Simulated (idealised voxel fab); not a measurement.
process module | voxel gate over fins
cross-section cut | 225 nm wide | cells 5 nm
A cross-section is a grid of square cells, given in bands from the top down. A band is one or more rows of cells.
Each band's line starts with the height of the band's top and of its bottom, in nm. Then come its materials from left to right, each with its width in nm. One material with "throughout" fills the band from edge to edge. "air" is empty space.
Height 0 is the level under which the wafer as received is all one material. The lowest band goes on downwards, as in "0 down".
A width such as "30 to 40" changes by the same amount from each row of cells to the next, from the band's top row to its bottom row.
"no change" after a step means that no cell of the cross-section changed.
closed voids: empty space of 8 cells or more with no open way to the top, each as width x height at its distance from the left edge, in nm
after a step's settings: what the simulator itself notes on the step
overlay nm, on a step with a mask: how far to the right of its planned place the mask lay; to the left if negative
plan
1 op RECEIVE | material Si
2 op CONFORMAL_DEP | material SiN | thk nm 5
3 op PATTERN | tone cover | mask id FINS | material resist | width nm 15 | pitch nm 40 | thk nm 15 | overlay nm 0
4 op DIRECTIONAL_ETCH | etch materials SiN | depth nm 5
5 op DIRECTIONAL_ETCH | etch materials Si | depth nm 40
6 op STRIP | etch materials resist
7 op OXIDIZE | depth nm 5
8 op FILL_DEP | material SiO2 | thk nm 10
9 op CMP | height nm 5
10 op SELECTIVE_ETCH | etch materials SiO2 | depth nm 15
11 op STRIP | etch materials SiN
12 op CONFORMAL_DEP | material HfO2 | thk nm 5
13 op CONFORMAL_DEP | material TiN | thk nm 5
14 op FILL_DEP | material W | thk nm 15
15 op CMP | height nm 20
16 op CONFORMAL_DEP | material SiCN | thk nm 5
first wafer, as planned
as received, after step 1
  0 down: Si throughout
  closed voids: none
after step 2
  5 to 0: SiN throughout
  below 0: unchanged
after step 3
  20 to 5: air 45 | resist 15 | air 25 | resist 15 | air 25 | resist 15 | air 25 | resist 15 | air 45
  below 5: unchanged
after step 4
  20 to 5: air 45 | resist 15 | air 25 | resist 15 | air 25 | resist 15 | air 25 | resist 15 | air 45
  5 to 0: air 45 | SiN 15 | air 25 | SiN 15 | air 25 | SiN 15 | air 25 | SiN 15 | air 45
  below 0: unchanged
after step 5
  20 to 5: air 45 | resist 15 | air 25 | resist 15 | air 25 | resist 15 | air 25 | resist 15 | air 45
  5 to 0: air 45 | SiN 15 | air 25 | SiN 15 | air 25 | SiN 15 | air 25 | SiN 15 | air 45
  0 to -40: air 45 | Si 15 | air 25 | Si 15 | air 25 | Si 15 | air 25 | Si 15 | air 45
  below -40: unchanged
after step 6
  5 to 0: air 45 | SiN 15 | air 25 | SiN 15 | air 25 | SiN 15 | air 25 | SiN 15 | air 45
  below 0: unchanged
after step 7
  5 to 0: air 45 | SiN 15 | air 25 | SiN 15 | air 25 | SiN 15 | air 25 | SiN 15 | air 45
  0 to -40: air 45 | SiO2 5 | Si 5 | SiO2 5 | air 25 | SiO2 5 | Si 5 | SiO2 5 | air 25 | SiO2 5 | Si 5 | SiO2 5 | air 25 | SiO2 5 | Si 5 | SiO2 5 | air 45
  -40 to -45: SiO2 50 | Si 5 | SiO2 35 | Si 5 | SiO2 35 | Si 5 | SiO2 35 | Si 5 | SiO2 50
  below -45: unchanged
after step 8
  15 to 5: SiO2 throughout
  5 to 0: SiO2 45 | SiN 15 | SiO2 25 | SiN 15 | SiO2 25 | SiN 15 | SiO2 25 | SiN 15 | SiO2 45
  0 to -45: SiO2 50 | Si 5 | SiO2 35 | Si 5 | SiO2 35 | Si 5 | SiO2 35 | Si 5 | SiO2 50
  below -45: unchanged
after step 9
  5 to 0: SiO2 45 | SiN 15 | SiO2 25 | SiN 15 | SiO2 25 | SiN 15 | SiO2 25 | SiN 15 | SiO2 45
  below 0: unchanged
after step 10
  5 to 0: air 45 | SiN 15 | air 25 | SiN 15 | air 25 | SiN 15 | air 25 | SiN 15 | air 45
  0 to -10: air 50 | Si 5 | air 35 | Si 5 | air 35 | Si 5 | air 35 | Si 5 | air 50
  below -10: unchanged
after step 11
  0 to -10: air 50 | Si 5 | air 35 | Si 5 | air 35 | Si 5 | air 35 | Si 5 | air 50
  below -10: unchanged
after step 12
  5 to 0: air 45 | HfO2 15 | air 25 | HfO2 15 | air 25 | HfO2 15 | air 25 | HfO2 15 | air 45
  0 to -5: air 45 | HfO2 5 | Si 5 | HfO2 5 | air 25 | HfO2 5 | Si 5 | HfO2 5 | air 25 | HfO2 5 | Si 5 | HfO2 5 | air 25 | HfO2 5 | Si 5 | HfO2 5 | air 45
  -5 to -10: HfO2 50 | Si 5 | HfO2 35 | Si 5 | HfO2 35 | Si 5 | HfO2 35 | Si 5 | HfO2 50
  below -10: unchanged
after step 13
  10 to 5: air 40 | TiN 25 | air 15 | TiN 25 | air 15 | TiN 25 | air 15 | TiN 25 | air 40
  5 to 0: air 40 | TiN 5 | HfO2 15 | TiN 5 | air 15 | TiN 5 | HfO2 15 | TiN 5 | air 15 | TiN 5 | HfO2 15 | TiN 5 | air 15 | TiN 5 | HfO2 15 | TiN 5 | air 40
  0 to -5: TiN 45 | HfO2 5 | Si 5 | HfO2 5 | TiN 25 | HfO2 5 | Si 5 | HfO2 5 | TiN 25 | HfO2 5 | Si 5 | HfO2 5 | TiN 25 | HfO2 5 | Si 5 | HfO2 5 | TiN 45
  below -5: unchanged
after step 14
  25 to 10: W throughout
  10 to 5: W 40 | TiN 25 | W 15 | TiN 25 | W 15 | TiN 25 | W 15 | TiN 25 | W 40
  5 to 0: W 40 | TiN 5 | HfO2 15 | TiN 5 | W 15 | TiN 5 | HfO2 15 | TiN 5 | W 15 | TiN 5 | HfO2 15 | TiN 5 | W 15 | TiN 5 | HfO2 15 | TiN 5 | W 40
  below 0: unchanged
after step 15
  20 to 10: W throughout
  below 10: unchanged
after step 16
  25 to 20: SiCN throughout
  below 20: unchanged
second wafer: like start, like plan, one mistake. Through step 2 it matches the first wafer
when step 3 should have ended
  20 to 5: air 45 | resist 20 | air 20 | resist 20 | air 20 | resist 20 | air 20 | resist 20 | air 40
  below 5: unchanged
when step 4 should have ended
  20 to 5: air 45 | resist 20 | air 20 | resist 20 | air 20 | resist 20 | air 20 | resist 20 | air 40
  5 to 0: air 45 | SiN 20 | air 20 | SiN 20 | air 20 | SiN 20 | air 20 | SiN 20 | air 40
  below 0: unchanged
when step 5 should have ended
  20 to 5: air 45 | resist 20 | air 20 | resist 20 | air 20 | resist 20 | air 20 | resist 20 | air 40
  5 to 0: air 45 | SiN 20 | air 20 | SiN 20 | air 20 | SiN 20 | air 20 | SiN 20 | air 40
  0 to -40: air 45 | Si 20 | air 20 | Si 20 | air 20 | Si 20 | air 20 | Si 20 | air 40
  below -40: unchanged
when step 6 should have ended
  5 to 0: air 45 | SiN 20 | air 20 | SiN 20 | air 20 | SiN 20 | air 20 | SiN 20 | air 40
  below 0: unchanged
when step 7 should have ended
  5 to 0: air 45 | SiN 20 | air 20 | SiN 20 | air 20 | SiN 20 | air 20 | SiN 20 | air 40
  0 to -40: air 45 | SiO2 5 | Si 10 | SiO2 5 | air 20 | SiO2 5 | Si 10 | SiO2 5 | air 20 | SiO2 5 | Si 10 | SiO2 5 | air 20 | SiO2 5 | Si 10 | SiO2 5 | air 40
  -40 to -45: SiO2 50 | Si 10 | SiO2 30 | Si 10 | SiO2 30 | Si 10 | SiO2 30 | Si 10 | SiO2 45
  below -45: unchanged
when step 8 should have ended
  15 to 5: SiO2 throughout
  5 to 0: SiO2 45 | SiN 20 | SiO2 20 | SiN 20 | SiO2 20 | SiN 20 | SiO2 20 | SiN 20 | SiO2 40
  0 to -45: SiO2 50 | Si 10 | SiO2 30 | Si 10 | SiO2 30 | Si 10 | SiO2 30 | Si 10 | SiO2 45
  below -45: unchanged
when step 9 should have ended
  5 to 0: SiO2 45 | SiN 20 | SiO2 20 | SiN 20 | SiO2 20 | SiN 20 | SiO2 20 | SiN 20 | SiO2 40
  below 0: unchanged
when step 10 should have ended
  5 to 0: air 45 | SiN 20 | air 20 | SiN 20 | air 20 | SiN 20 | air 20 | SiN 20 | air 40
  0 to -10: air 50 | Si 10 | air 30 | Si 10 | air 30 | Si 10 | air 30 | Si 10 | air 45
  below -10: unchanged
when step 11 should have ended
  0 to -10: air 50 | Si 10 | air 30 | Si 10 | air 30 | Si 10 | air 30 | Si 10 | air 45
  below -10: unchanged
when step 12 should have ended
  5 to 0: air 45 | HfO2 20 | air 20 | HfO2 20 | air 20 | HfO2 20 | air 20 | HfO2 20 | air 40
  0 to -5: air 45 | HfO2 5 | Si 10 | HfO2 5 | air 20 | HfO2 5 | Si 10 | HfO2 5 | air 20 | HfO2 5 | Si 10 | HfO2 5 | air 20 | HfO2 5 | Si 10 | HfO2 5 | air 40
  -5 to -10: HfO2 50 | Si 10 | HfO2 30 | Si 10 | HfO2 30 | Si 10 | HfO2 30 | Si 10 | HfO2 45
  below -10: unchanged
when step 13 should have ended
  10 to 5: air 40 | TiN 30 | air 10 | TiN 30 | air 10 | TiN 30 | air 10 | TiN 30 | air 35
  5 to 0: air 40 | TiN 5 | HfO2 20 | TiN 5 | air 10 | TiN 5 | HfO2 20 | TiN 5 | air 10 | TiN 5 | HfO2 20 | TiN 5 | air 10 | TiN 5 | HfO2 20 | TiN 5 | air 35
  0 to -5: TiN 45 | HfO2 5 | Si 10 | HfO2 5 | TiN 20 | HfO2 5 | Si 10 | HfO2 5 | TiN 20 | HfO2 5 | Si 10 | HfO2 5 | TiN 20 | HfO2 5 | Si 10 | HfO2 5 | TiN 40
  below -5: unchanged
when step 14 should have ended
  25 to 10: W throughout
  10 to 5: W 40 | TiN 30 | W 10 | TiN 30 | W 10 | TiN 30 | W 10 | TiN 30 | W 35
  5 to 0: W 40 | TiN 5 | HfO2 20 | TiN 5 | W 10 | TiN 5 | HfO2 20 | TiN 5 | W 10 | TiN 5 | HfO2 20 | TiN 5 | W 10 | TiN 5 | HfO2 20 | TiN 5 | W 35
  below 0: unchanged
when step 15 should have ended
  20 to 10: W throughout
  below 10: unchanged
when step 16 should have ended
  25 to 20: SiCN throughout
  below 20: unchanged
what went wrong: step 3 ran as: op PATTERN | tone cover | mask id FINS | material resist | width nm 20 | pitch nm 40 | thk nm 15 | overlay nm 0
at the end the second wafer has, in cells: 36 more of Si | 28 fewer of SiO2 | 8 fewer of W
